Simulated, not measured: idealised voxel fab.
Documented hereafter: the process module known as voxel ribs on slabs.
Square cells of 5 nm make up the cross-section cut, whose width is 265 nm.
When this document writes out a cross-section, it uses a grid of square cells and lists it as bands, beginning at the top and moving down, with a band standing for one or more rows of cells.
A band entry consists of two parts. The first gives the height of the band's top and the height of its bottom, in nm. The rest lists the band's materials from left to right, each with its width in nm. A single material labelled with the word "everywhere" fills the band from edge to edge, and the word "air" marks empty space.
Counting heights begins at 0, where everything beneath is, in the wafer as received, one material. The lowest band has no bottom; it goes on downwards, as "0 down" shows.
Per-row width for "30->40": begins at first number (top row of band), ends at second number (bottom row), increment between rows held constant.
"nothing got changed" -> step changed no cross-section cell.
"closed voids" means: voids of 8 cells or more that are shut off from the top with no open way through. Written width x height at distance, distance from the left edge, in nm.
On each step's line, the part that comes after the settings is the simulator's own comment on the step.
overlay nm: right-of-plan distance of the mask on a masked step; negative values mean left-of-plan.
### Intended process steps
1 RECEIVE [material Si]
2 DIRECTIONAL_DEP [material SiO2] [thk nm 25]
3 DIRECTIONAL_DEP [material SiN] [thk nm 20]
4 MASKED_ETCH [tone cover] [mask id RIB] [width nm 20] [etch materials SiN] [depth nm 15] [overlay nm 0]
5 PATTERN [tone cover] [mask id SLAB] [material resist] [width nm 60] [thk nm 15] [overlay nm 0]
6 DIRECTIONAL_ETCH [etch materials SiN] [depth nm 5]
7 STRIP [etch materials resist]
8 FILL_DEP [material SiO2] [thk nm 30]
9 CMP [height nm 65]
10 DIRECTIONAL_DEP [material W] [thk nm 10]
11 PATTERN [tone cover] [mask id HEATER] [material resist] [width nm 30] [thk nm 20] [overlay nm 0]
12 DIRECTIONAL_ETCH [etch materials W] [depth nm 10]
13 STRIP [etch materials resist]
14 CONFORMAL_DEP [material SiO2] [thk nm 10]
### First out of two wafers; run went to plan
### Cross-section: wafer on arrival = after step 1
	0 down | Si everywhere
	closed voids: none
### Cross-section of the wafer after step 2
	25 to 0 | SiO2 everywhere
	Below 0 it's all the same as before, nothing changed down there.
### Cross-section of the wafer after step 3
	45 to 25 | SiN everywhere
	Below 25 it's all the same as before, nothing changed down there.
### Cross-section of the wafer after step 4
	45 to 30 | 120 air, 20 SiN, 125 air
	Below 30 it's all the same as before, nothing changed down there.
### Cross-section of the wafer after step 5
	60 to 45 | 100 air, 60 resist, 105 air
	45 to 30 | 100 air, 20 resist, 20 SiN, 20 resist, 105 air
	Below 30 it's all the same as before, nothing changed down there.
### Cross-section of the wafer after step 6
	60 to 45 | 100 air, 60 resist, 105 air
	45 to 30 | 100 air, 20 resist, 20 SiN, 20 resist, 105 air
	30 to 25 | 100 air, 60 SiN, 105 air
	Below 25 it's all the same as before, nothing changed down there.
### Cross-section of the wafer after step 7
	45 to 30 | 120 air, 20 SiN, 125 air
	Below 30 it's all the same as before, nothing changed down there.
### Cross-section of the wafer after step 8
	75 to 45 | SiO2 everywhere
	45 to 30 | 120 SiO2, 20 SiN, 125 SiO2
	30 to 25 | 100 SiO2, 60 SiN, 105 SiO2
	Below 25 it's all the same as before, nothing changed down there.
### Cross-section of the wafer after step 9
	65 to 45 | SiO2 everywhere
	Below 45 it's all the same as before, nothing changed down there.
### Cross-section of the wafer after step 10
	75 to 65 | W everywhere
	Below 65 it's all the same as before, nothing changed down there.
### Cross-section of the wafer after step 11
	95 to 75 | 115 air, 30 resist, 120 air
	Below 75 it's all the same as before, nothing changed down there.
### Cross-section of the wafer after step 12
	95 to 75 | 115 air, 30 resist, 120 air
	75 to 65 | 115 air, 30 W, 120 air
	Below 65 it's all the same as before, nothing changed down there.
### Cross-section of the wafer after step 13
	75 to 65 | 115 air, 30 W, 120 air
	Below 65 it's all the same as before, nothing changed down there.
### Cross-section of the wafer after step 14
	85 to 75 | 105 air, 50 SiO2, 110 air
	75 to 65 | 115 SiO2, 30 W, 120 SiO2
	Below 65 it's all the same as before, nothing changed down there.
### The second wafer began exactly as the first did and followed the same plan, but one mistake was made while running it; through step 2 inclusive, the two wafers are identical
### What the second wafer looks like in cross-section when step 3 should have wrapped up
	65 to 25 | SiN everywhere
	Below 25 it's all the same as before, nothing changed down there.
### What the second wafer looks like in cross-section when step 4 should have wrapped up
	65 to 50 | 120 air, 20 SiN, 125 air
	Below 50 it's all the same as before, nothing changed down there.
### What the second wafer looks like in cross-section when step 5 should have wrapped up
	80 to 65 | 100 air, 60 resist, 105 air
	65 to 50 | 100 air, 20 resist, 20 SiN, 20 resist, 105 air
	Below 50 it's all the same as before, nothing changed down there.
### What the second wafer looks like in cross-section when step 6 should have wrapped up
	80 to 65 | 100 air, 60 resist, 105 air
	65 to 50 | 100 air, 20 resist, 20 SiN, 20 resist, 105 air
	50 to 45 | 100 air, 60 SiN, 105 air
	Below 45 it's all the same as before, nothing changed down there.
### What the second wafer looks like in cross-section when step 7 should have wrapped up
	65 to 50 | 120 air, 20 SiN, 125 air
	Below 50 it's all the same as before, nothing changed down there.
### What the second wafer looks like in cross-section when step 8 should have wrapped up
	95 to 65 | SiO2 everywhere
	65 to 50 | 120 SiO2, 20 SiN, 125 SiO2
	50 to 45 | 100 SiO2, 60 SiN, 105 SiO2
	Below 45 it's all the same as before, nothing changed down there.
### What the second wafer looks like in cross-section when step 9 should have wrapped up
	65 to 50 | 120 SiO2, 20 SiN, 125 SiO2
	Below 50 it's all the same as before, nothing changed down there.
### What the second wafer looks like in cross-section when step 10 should have wrapped up
	75 to 65 | W everywhere
	Below 65 it's all the same as before, nothing changed down there.
### What the second wafer looks like in cross-section when step 11 should have wrapped up
	95 to 75 | 115 air, 30 resist, 120 air
	Below 75 it's all the same as before, nothing changed down there.
### What the second wafer looks like in cross-section when step 12 should have wrapped up
	95 to 75 | 115 air, 30 resist, 120 air
	75 to 65 | 115 air, 30 W, 120 air
	Below 65 it's all the same as before, nothing changed down there.
### What the second wafer looks like in cross-section when step 13 should have wrapped up
	75 to 65 | 115 air, 30 W, 120 air
	Below 65 it's all the same as before, nothing changed down there.
### What the second wafer looks like in cross-section when step 14 should have wrapped up
	85 to 75 | 105 air, 50 SiO2, 110 air
	75 to 65 | 115 SiO2, 30 W, 120 SiO2
	Below 65 it's all the same as before, nothing changed down there.
Here's what went sideways: step 3 in the plan was executed twice
End check, counted in cells, second wafer has more or fewer of these materials than the first: +212 SiN; -212 SiO2
